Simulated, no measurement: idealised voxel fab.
Process module under the name voxel transistor to metal
Square cell edge 5 nm, section width 210 nm, ID cut.
Cross-section format: a grid of square cells, given as bands from top to bottom; each band is one or more rows of cells.
Read a band's entry like this: the first values are the height of its top and the height of its bottom in nm, and what follows is the sequence of materials from left to right, each with its width in nm. Note that "empty" is empty space, and that a single material marked "all across" reaches across the band from edge to edge.
Heads up on the height convention: 0 is the point under which the incoming wafer is all one material, and the lowest band has no bottom, it just keeps going down, like "0 nm and below".
A width such as "30->40" changes by the same amount from each row of cells to the next, from the band's top row to its bottom row.
What does "no change occurred" mean for a step? It means no cell of the cross-section changed in that step.
The entry "Completely sealed voids" lists the empty spaces that cover at least 8 cells and have no open path to the top. Each is written as width x height at distance, where the distance is measured from the left edge and all three values are in nm.
The remark found on a step's line after its settings is issued by the simulator itself and pertains to that step.
Among the settings permitted on a step's line is "overlay nm"; applied to a step with a mask, it specifies the extent to which the mask lay to the right of its planned position, whereas a negative figure signifies a position to the left.

## Planned process steps
1: RECEIVE with material Si
2: CONFORMAL_DEP with material SiO2, thk nm 5
3: CONFORMAL_DEP with material SiN, thk nm 15
4: DIRECTIONAL_DEP with material aC, thk nm 10
5: PATTERN with tone cover, mask id ACTIVE, material resist, width nm 105, thk nm 30, overlay nm 0
6: DIRECTIONAL_ETCH with etch materials aC, depth nm 10
7: STRIP with etch materials resist
8: DIRECTIONAL_ETCH with etch materials SiN, depth nm 15
9: DIRECTIONAL_ETCH with etch materials SiO2, depth nm 5
10: DIRECTIONAL_ETCH with etch materials Si, depth nm 25
11: STRIP with etch materials aC
12: OXIDIZE with depth nm 5
13: FILL_DEP with material SiO2, thk nm 5
14: CMP with height nm 20
15: SELECTIVE_ETCH with etch materials SiO2, depth nm 10
16: STRIP with etch materials SiN
17: SELECTIVE_ETCH with etch materials SiO2, depth nm 5
18: OXIDIZE with depth nm 5
19: DIRECTIONAL_DEP with material polySi, thk nm 30
20: DIRECTIONAL_DEP with material SiCN, thk nm 15
21: MASKED_ETCH with tone cover, mask id GATE, width nm 25, etch materials SiCN, depth nm 25, overlay nm 0
22: MASKED_ETCH with tone cover, mask id GATE, width nm 25, etch materials polySi, depth nm 40, overlay nm 0
23: CONFORMAL_DEP with material SiO2, thk nm 5
24: DIRECTIONAL_ETCH with etch materials SiO2, depth nm 5
25: CONFORMAL_DEP with material SiN, thk nm 5
26: DIRECTIONAL_ETCH with etch materials SiN, depth nm 5
27: DIRECTIONAL_ETCH with etch materials SiO2, depth nm 5
28: DIRECTIONAL_ETCH with etch materials Si, depth nm 5
29: EPI with material SiGe, thk nm 5
30: FILL_DEP with material SiO2, thk nm 5
31: CMP with height nm 30
32: STRIP with etch materials polySi
33: SELECTIVE_ETCH with etch materials SiO2, depth nm 5
34: CONFORMAL_DEP with material HfO2, thk nm 5
35: CONFORMAL_DEP with material TiN, thk nm 5
36: FILL_DEP with material W, thk nm 10
37: CMP with height nm 25
38: DIRECTIONAL_DEP with material SiO2, thk nm 15
39: DIRECTIONAL_DEP with material aC, thk nm 15
40: PATTERN with tone open, mask id CONTACT, material resist, width nm 20, pitch nm 75, thk nm 30, overlay nm 0
41: DIRECTIONAL_ETCH with etch materials aC, depth nm 15
42: STRIP with etch materials resist
43: DIRECTIONAL_ETCH with etch materials SiO2, depth nm 45
44: STRIP with etch materials aC
45: CONFORMAL_DEP with material TiN, thk nm 5
46: FILL_DEP with material W, thk nm 5
47: CMP with height nm 40
48: CONFORMAL_DEP with material SiN, thk nm 5
49: DIRECTIONAL_DEP with material SiO2, thk nm 15
50: MASKED_ETCH with tone open, mask id METAL_1, width nm 20, pitch nm 75, etch materials SiO2, depth nm 15, overlay nm 0
51: MASKED_ETCH with tone open, mask id METAL_1, width nm 20, pitch nm 75, etch materials SiN, depth nm 5, overlay nm 0
52: CONFORMAL_DEP with material TiN, thk nm 5
53: FILL_DEP with material Cu, thk nm 5
54: CMP with height nm 60
55: EPI with material Ru, thk nm 5
56: FILL_DEP with material SiCN, thk nm 5

## as received, after step 1
- 0 nm and below  Si all across
- Completely sealed voids: none

## What the wafer looks like in cross-section after this module, when it starts as shown above and follows the plan above but one mistake is made in running it
- 70 nm to 65 nm  SiCN all across
- 65 nm to 60 nm  SiCN 50 nm | Ru 30 nm | SiCN 45 nm | Ru 30 nm | SiCN 55 nm
- 60 nm to 45 nm  SiO2 55 nm | TiN 5 nm | Cu 10 nm | TiN 5 nm | SiO2 55 nm | TiN 5 nm | Cu 10 nm | TiN 5 nm | SiO2 60 nm
- 45 nm to 40 nm  SiN 55 nm | TiN 20 nm | SiN 55 nm | TiN 20 nm | SiN 60 nm
- 40 nm to 25 nm  SiO2 55 nm | TiN 5 nm | W 10 nm | TiN 5 nm | SiO2 55 nm | TiN 5 nm | W 10 nm | TiN 5 nm | SiO2 60 nm
- 25 nm to 5 nm  SiO2 55 nm | TiN 5 nm | W 10 nm | TiN 5 nm | SiO2 5 nm | SiN 5 nm | HfO2 5 nm | TiN 5 nm | W 15 nm | TiN 5 nm | HfO2 5 nm | SiN 5 nm | SiO2 5 nm | TiN 5 nm | W 10 nm | TiN 5 nm | SiO2 60 nm
- 5 nm to 0 nm  SiO2 50 nm | SiN 5 nm | TiN 5 nm | W 10 nm | TiN 5 nm | SiO2 5 nm | SiN 5 nm | HfO2 5 nm | TiN 25 nm | HfO2 5 nm | SiN 5 nm | SiO2 5 nm | TiN 5 nm | W 10 nm | TiN 5 nm | SiN 5 nm | SiO2 55 nm
- 0 nm to -5 nm  SiO2 55 nm | TiN 20 nm | SiGe 5 nm | SiO2 5 nm | HfO2 35 nm | SiO2 5 nm | SiGe 5 nm | TiN 20 nm | SiO2 60 nm
- -5 nm to -10 nm  SiO2 55 nm | SiGe 25 nm | Si 45 nm | SiGe 25 nm | SiO2 60 nm
- -10 nm to -20 nm  SiO2 55 nm | Si 95 nm | SiO2 60 nm
- -20 nm and below  Si all across
- Completely sealed voids: none
Deviation noted in wafer processing: step 10 changed vs plan, executed as DIRECTIONAL_ETCH with etch materials Si, depth nm 15
